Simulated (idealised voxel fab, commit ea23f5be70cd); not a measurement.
process module | voxel spacer lines
cross-section cut | 150 nm wide | cells 5 nm
A cross-section is a grid of square cells, given in bands from the top down. A band is one or more rows of cells.
Each band's line starts with the height of the band's top and of its bottom, in nm. Then come its materials from left to right, each with its width in nm. One material with "throughout" fills the band from edge to edge. "air" is empty space.
Height 0 is the level under which the wafer as received is all one material. The lowest band goes on downwards, as in "0 down".
A width such as "30 to 40" changes by the same amount from each row of cells to the next, from the band's top row to its bottom row.
"no change" after a step means that no cell of the cross-section changed.
closed voids: empty space of 8 cells or more with no open way to the top, each as width x height at its distance from the left edge, in nm
after a step's settings: what the simulator itself notes on the step
overlay nm, on a step with a mask: how far to the right of its planned place the mask lay; to the left if negative
plan
1 op RECEIVE | material Si
2 op CONFORMAL_DEP | material Al2O3 | thk nm 5
3 op DIRECTIONAL_DEP | material SiN | thk nm 20
4 op DIRECTIONAL_DEP | material aC | thk nm 20
5 op PATTERN | tone cover | mask id MANDREL | material resist | width nm 25 | pitch nm 80 | thk nm 30 | overlay nm -5
6 op DIRECTIONAL_ETCH | etch materials aC | depth nm 20
7 op STRIP | etch materials resist
8 op CONFORMAL_DEP | material SiO2 | thk nm 15
9 op DIRECTIONAL_ETCH | etch materials SiO2 | depth nm 15
10 op STRIP | etch materials aC
11 op DIRECTIONAL_ETCH | etch materials SiN | depth nm 20
12 op STRIP | etch materials SiO2
varied across the wafers: overlay nm of step 5. The plan shows the first wafer's value. All wafers start alike
first wafer as received, after step 1
  0 down: Si throughout
  closed voids: none
first wafer at the end, after step 12
  25 to 5: SiN 15 | air 25 | SiN 15 | air 25 | SiN 15 | air 25 | SiN 15 | air 15
  5 to 0: Al2O3 throughout
  0 down: Si throughout
  closed voids: none
last wafer at the end
  25 to 5: air 15 | SiN 15 | air 25 | SiN 15 | air 25 | SiN 15 | air 25 | SiN 15
  5 to 0: Al2O3 throughout
  0 down: Si throughout
  closed voids: none
each wafer at the end: cells of each material gained (+) or lost (-) since it was received, then its closed voids
overlay nm -5 | +30 Al2O3 | +48 SiN | closed voids: none
overlay nm 0 | +30 Al2O3 | +48 SiN | closed voids: none
overlay nm 5 | +30 Al2O3 | +48 SiN | closed voids: none
overlay nm 10 | +30 Al2O3 | +48 SiN | closed voids: none
